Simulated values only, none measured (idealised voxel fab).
process module | voxel spacer lines
cross-section cut | 225 nm wide | cells 5 nm
A cross-section is a grid of square cells, given in bands from the top down. A band is one or more rows of cells.
Each band's line starts with the height of the band's top and of its bottom, in nm. Then come its materials from left to right, each with its width in nm. One material with "throughout" fills the band from edge to edge. "air" is empty space.
Height 0 is the level under which the wafer as received is all one material. The lowest band goes on downwards, as in "0 down".
A width such as "30 to 40" changes by the same amount from each row of cells to the next, from the band's top row to its bottom row.
"no change" after a step means that no cell of the cross-section changed.
closed voids: empty space of 8 cells or more with no open way to the top, each as width x height at its distance from the left edge, in nm
after a step's settings: what the simulator itself notes on the step
overlay nm, on a step with a mask: how far to the right of its planned place the mask lay; to the left if negative
plan
1 op RECEIVE | material Si
2 op CONFORMAL_DEP | material Al2O3 | thk nm 10
3 op DIRECTIONAL_DEP | material polySi | thk nm 10
4 op DIRECTIONAL_DEP | material aC | thk nm 25
5 op PATTERN | tone cover | mask id MANDREL | material resist | width nm 25 | pitch nm 70 | thk nm 30 | overlay nm 0
6 op DIRECTIONAL_ETCH | etch materials aC | depth nm 25
7 op STRIP | etch materials resist
8 op CONFORMAL_DEP | material SiO2 | thk nm 10
9 op DIRECTIONAL_ETCH | etch materials SiO2 | depth nm 10
10 op STRIP | etch materials aC
11 op DIRECTIONAL_ETCH | etch materials polySi | depth nm 10
12 op STRIP | etch materials SiO2
as received, after step 1
  0 down: Si throughout
  closed voids: none
first wafer at the end, as planned
  20 to 10: air 55 | polySi 10 | air 25 | polySi 10 | air 25 | polySi 10 | air 25 | polySi 10 | air 55
  10 to 0: Al2O3 throughout
  0 down: Si throughout
  closed voids: none
second wafer at the end: like start, like plan, one mistake
  45 to 20: air 55 | polySi 10 | aC 25 | polySi 10 | air 25 | polySi 10 | aC 25 | polySi 10 | air 55
  20 to 10: polySi throughout
  10 to 0: Al2O3 throughout
  0 down: Si throughout
  closed voids: none
what went wrong: step 8 ran as: op CONFORMAL_DEP | material polySi | thk nm 10
at the end the second wafer has, in cells: 50 more of aC | 114 more of polySi
